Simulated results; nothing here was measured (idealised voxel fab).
Presented below is a process module, voxel released beams.
Pictured: cross-section cut, 165 nm wide, on a grid of 5 nm square cells.
If you're reading a cross-section in this doc, picture square cells in a grid; it comes to you as bands, top ones listed first down to the bottom, and a band can be one or more rows of cells.
The entry gives the band's vertical extent as a top height and a bottom height in nm, then its horizontal make-up as materials from left to right, each with a width in nm. "blank" stands for empty space; a single material marked "all across" fills the band edge to edge.
Height 0 is the level under which the wafer as received is all one material. The lowest band goes on downwards, as in "from 0 down".
A width such as "30->40" changes by the same amount from each row of cells to the next, from the band's top row to its bottom row.
What does "identical to before" mean for a step? It means no cell of the cross-section changed in that step.
What "Closed voids list" gives you is every empty space of 8 cells or more that is cut off from the top. Each appears as width x height at distance, with the distance taken from the left edge and width, height and distance all in nm.
Post-settings text on a step line: simulator's own remark regarding the step.
"overlay nm" denotes, for a step that has a mask, the displacement of the mask to the right of its planned place, with negative values corresponding to the left.

### Below is the list of planned process steps
1: RECEIVE, material Si
2: CONFORMAL_DEP, material SiN, thk nm 5
3: DIRECTIONAL_DEP, material SiO2, thk nm 20
4: MASKED_ETCH, tone open, mask id ANCHOR, width nm 35, etch materials SiO2, depth nm 20, overlay nm 0
5: CONFORMAL_DEP, material polySi, thk nm 15
6: MASKED_ETCH, tone cover, mask id BEAM, width nm 95, etch materials polySi, depth nm 15, overlay nm 0
7: STRIP, etch materials SiO2

### Cross-section: wafer on arrival = after step 1
    from 0 down  Si all across
    Closed voids list: none

### Cross-sectional view of the first of the two wafers upon completion of the module, processed in accordance with the plan
    from 40 to 25  blank 30 | polySi 20 | blank 5 | polySi 70 | blank 40
    from 25 to 20  blank 35 | polySi 15 | blank 5 | polySi 15 | blank 95
    from 20 to 5  blank 35 | polySi 35 | blank 95
    from 5 to 0  SiN all across
    from 0 down  Si all across
    Closed voids list: none

### Cross-section, wafer two of two, end of module: same start and plan as wafer one, one error in execution
    from 55 to 40  blank 30 | polySi 95 | blank 40
    from 40 to 25  polySi all across
    from 25 to 5  SiO2 35 | polySi 35 | SiO2 95
    from 5 to 0  SiN all across
    from 0 down  Si all across
    Closed voids list: none
Run error: in the plan, step 5 was performed twice
The second wafer ends with more or fewer cells of some materials than the first, per final count: +104 SiO2 | +103 polySi
